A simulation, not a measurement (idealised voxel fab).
process module | voxel wiring stack
cross-section cut | 255 nm wide | cells 5 nm
A cross-section is a grid of square cells, given in bands from the top down. A band is one or more rows of cells.
Each band's line starts with the height of the band's top and of its bottom, in nm. Then come its materials from left to right, each with its width in nm. One material with "throughout" fills the band from edge to edge. "air" is empty space.
Height 0 is the level under which the wafer as received is all one material. The lowest band goes on downwards, as in "0 down".
A width such as "30 to 40" changes by the same amount from each row of cells to the next, from the band's top row to its bottom row.
"no change" after a step means that no cell of the cross-section changed.
closed voids: empty space of 8 cells or more with no open way to the top, each as width x height at its distance from the left edge, in nm
after a step's settings: what the simulator itself notes on the step
overlay nm, on a step with a mask: how far to the right of its planned place the mask lay; to the left if negative
plan
1 op RECEIVE | material Si
2 op CONFORMAL_DEP | material SiO2 | thk nm 10
3 op CONFORMAL_DEP | material SiCN | thk nm 5
4 op DIRECTIONAL_DEP | material SiO2 | thk nm 20
5 op DIRECTIONAL_DEP | material aC | thk nm 10
6 op PATTERN | tone open | mask id METAL_1 | material resist | width nm 30 | pitch nm 55 | thk nm 30 | overlay nm 0
7 op DIRECTIONAL_ETCH | etch materials aC | depth nm 10
8 op STRIP | etch materials resist
9 op DIRECTIONAL_ETCH | etch materials SiO2 | depth nm 20
10 op DIRECTIONAL_ETCH | etch materials SiCN | depth nm 5
11 op STRIP | etch materials aC
12 op CONFORMAL_DEP | material TiN | thk nm 5
13 op FILL_DEP | material Ru | thk nm 10
14 op CMP | height nm 35
15 op CONFORMAL_DEP | material SiCN | thk nm 5
16 op DIRECTIONAL_DEP | material lowk | thk nm 20
17 op DIRECTIONAL_DEP | material aC | thk nm 15
18 op PATTERN | tone open | mask id PLUG_1 | material resist | width nm 15 | thk nm 35 | overlay nm 0
19 op DIRECTIONAL_ETCH | etch materials aC | depth nm 15
20 op STRIP | etch materials resist
21 op DIRECTIONAL_ETCH | etch materials lowk | depth nm 20
22 op DIRECTIONAL_ETCH | etch materials SiCN | depth nm 5
23 op STRIP | etch materials aC
24 op CONFORMAL_DEP | material TiN | thk nm 5
25 op FILL_DEP | material Cu | thk nm 10
26 op CMP | height nm 60
27 op CONFORMAL_DEP | material SiN | thk nm 5
28 op DIRECTIONAL_DEP | material SiO2 | thk nm 25
29 op MASKED_ETCH | tone open | mask id METAL_2 | width nm 30 | pitch nm 55 | etch materials SiO2 | depth nm 25 | overlay nm 0
30 op MASKED_ETCH | tone open | mask id METAL_2 | width nm 20 | pitch nm 55 | etch materials SiN | depth nm 5 | overlay nm 0
31 op CONFORMAL_DEP | material TiN | thk nm 5
32 op FILL_DEP | material Ru | thk nm 5
33 op CMP | height nm 90
34 op CONFORMAL_DEP | material SiN | thk nm 5
varied across the wafers: width nm of step 30. The plan shows the first wafer's value. All wafers start alike
first wafer as received, after step 1
  0 down: Si throughout
  closed voids: none
each wafer at the end: cells of each material gained (+) or lost (-) since it was received, then its closed voids
width nm 20 | +4 Cu | +68 Ru | +87 SiCN | +94 SiN | +453 SiO2 | +71 TiN | +192 lowk | closed voids: none
width nm 25 | +4 Cu | +70 Ru | +87 SiCN | +92 SiN | +453 SiO2 | +71 TiN | +192 lowk | closed voids: none
width nm 30 | +4 Cu | +72 Ru | +87 SiCN | +90 SiN | +453 SiO2 | +71 TiN | +192 lowk | closed voids: none
width nm 35 | +4 Cu | +72 Ru | +87 SiCN | +90 SiN | +453 SiO2 | +71 TiN | +192 lowk | closed voids: none
width nm 40 | +4 Cu | +72 Ru | +87 SiCN | +90 SiN | +453 SiO2 | +71 TiN | +192 lowk | closed voids: none
